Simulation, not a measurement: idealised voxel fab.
Process module in this document: voxel local oxidation
FYI the section here is cut, 155 nm wide, cells are 5 nm squares.
Think of the cross-section as a grid of square cells. We describe it in bands, top to bottom, and each band covers one or more rows of those cells.
For a band, the entry starts with two heights in nm, that of the top and then that of the bottom, and carries on with the band's materials in order from left to right, each alongside its width in nm; the word "all across" beside a single material means it fills the band edge to edge, and "empty" means empty space.
It should be noted that heights are counted from 0, beneath which the wafer as supplied is of one material throughout, and that the lowest band possesses no lower boundary but continues downward, as written in "from 0 down".
Width "30->40": first value at the band's top row of cells, second value at its bottom row, equal change from row to row.
For the purposes of this document, the phrase "stayed the same" attached to a step denotes that no cell within the cross-section was modified by that step.
"Enclosed void listing" - sealed voids, min. 8 cells, no opening to top; format: width x height at distance (distance from left edge; nm throughout).
after a step's settings: what the simulator itself notes on the step
overlay nm: for a step with a mask, the amount by which the mask lay right of where it was planned; a negative amount means left of it.
The steps planned for the process are as follows
| 1 | RECEIVE (material Si) |
| 2 | CONFORMAL_DEP (material SiO2; thk nm 5) |
| 3 | CONFORMAL_DEP (material SiN; thk nm 10) |
| 4 | DIRECTIONAL_DEP (material aC; thk nm 15) |
| 5 | PATTERN (tone cover; mask id ACTIVE; material resist; width nm 90; thk nm 35; overlay nm 0) |
| 6 | DIRECTIONAL_ETCH (etch materials aC; depth nm 15) |
| 7 | STRIP (etch materials resist) |
| 8 | DIRECTIONAL_ETCH (etch materials SiN; depth nm 10) |
| 9 | STRIP (etch materials aC) |
| 10 | SELECTIVE_ETCH (etch materials SiO2; depth nm 5) |
| 11 | OXIDIZE (depth nm 10) |
| 12 | STRIP (etch materials SiN) |
First of two wafers: run as planned
Cross-section of the wafer upon arrival, representing the state reached after step 1
> from 0 down | Si all across
> Enclosed void listing: none
Wafer xsec, post step 2
> from 5 to 0 | SiO2 all across
> Under the height 0 nothing was changed.
Wafer xsec, post step 3
> from 15 to 5 | SiN all across
> Under the height 5 nothing was changed.
Wafer xsec, post step 4
> from 30 to 15 | aC all across
> Under the height 15 nothing was changed.
Wafer xsec, post step 5
> from 65 to 30 | 30 of empty | 90 of resist | 35 of empty
> Under the height 30 nothing was changed.
Wafer xsec, post step 6
> from 50 to 30 | 30 of empty | 90 of resist | 35 of empty
> from 30 to 15 | 30 of empty | 90 of aC | 35 of empty
> Under the height 15 nothing was changed.
Wafer xsec, post step 7
> from 30 to 15 | 30 of empty | 90 of aC | 35 of empty
> Under the height 15 nothing was changed.
Wafer xsec, post step 8
> from 30 to 15 | 30 of empty | 90 of aC | 35 of empty
> from 15 to 5 | 30 of empty | 90 of SiN | 35 of empty
> Under the height 5 nothing was changed.
Wafer xsec, post step 9
> from 15 to 5 | 30 of empty | 90 of SiN | 35 of empty
> Under the height 5 nothing was changed.
Wafer xsec, post step 10
> from 15 to 5 | 30 of empty | 90 of SiN | 35 of empty
> from 5 to 0 | 35 of empty | 80 of SiO2 | 40 of empty
> Under the height 0 nothing was changed.
Wafer xsec, post step 11
> from 15 to 5 | 30 of empty | 90 of SiN | 35 of empty
> from 5 to 0 | 35 of empty | 80 of SiO2 | 40 of empty
> from 0 to -10 | 45 of SiO2 | 60 of Si | 50 of SiO2
> Under the height -10 nothing was changed.
Wafer xsec, post step 12
> from 5 to 0 | 35 of empty | 80 of SiO2 | 40 of empty
> Under the height 0 nothing was changed.
Now the other wafer: same start, same recipe, but we messed up one thing when running it. Up to and including step 4 it's the same as the first one
Second wafer cross-section, taken as of the time the plan sets for step 5 to be done
> from 65 to 30 | 25 of empty | 90 of resist | 40 of empty
> Under the height 30 nothing was changed.
Second wafer cross-section, taken as of the time the plan sets for step 6 to be done
> from 50 to 30 | 25 of empty | 90 of resist | 40 of empty
> from 30 to 15 | 25 of empty | 90 of aC | 40 of empty
> Under the height 15 nothing was changed.
Second wafer cross-section, taken as of the time the plan sets for step 7 to be done
> from 30 to 15 | 25 of empty | 90 of aC | 40 of empty
> Under the height 15 nothing was changed.
Second wafer cross-section, taken as of the time the plan sets for step 8 to be done
> from 30 to 15 | 25 of empty | 90 of aC | 40 of empty
> from 15 to 5 | 25 of empty | 90 of SiN | 40 of empty
> Under the height 5 nothing was changed.
Second wafer cross-section, taken as of the time the plan sets for step 9 to be done
> from 15 to 5 | 25 of empty | 90 of SiN | 40 of empty
> Under the height 5 nothing was changed.
Second wafer cross-section, taken as of the time the plan sets for step 10 to be done
> from 15 to 5 | 25 of empty | 90 of SiN | 40 of empty
> from 5 to 0 | 30 of empty | 80 of SiO2 | 45 of empty
> Under the height 0 nothing was changed.
Second wafer cross-section, taken as of the time the plan sets for step 11 to be done
> from 15 to 5 | 25 of empty | 90 of SiN | 40 of empty
> from 5 to 0 | 30 of empty | 80 of SiO2 | 45 of empty
> from 0 to -10 | 40 of SiO2 | 60 of Si | 55 of SiO2
> Under the height -10 nothing was changed.
Second wafer cross-section, taken as of the time the plan sets for step 12 to be done
> from 5 to 0 | 30 of empty | 80 of SiO2 | 45 of empty
> Under the height 0 nothing was changed.
Nonconformance to the process plan: not per plan at step 5, really ran PATTERN (tone cover; mask id ACTIVE; material resist; width nm 90; thk nm 35; overlay nm -5)
Tallied in cells, the final second wafer holds each material in the same quantity as the first, although not at the same places.
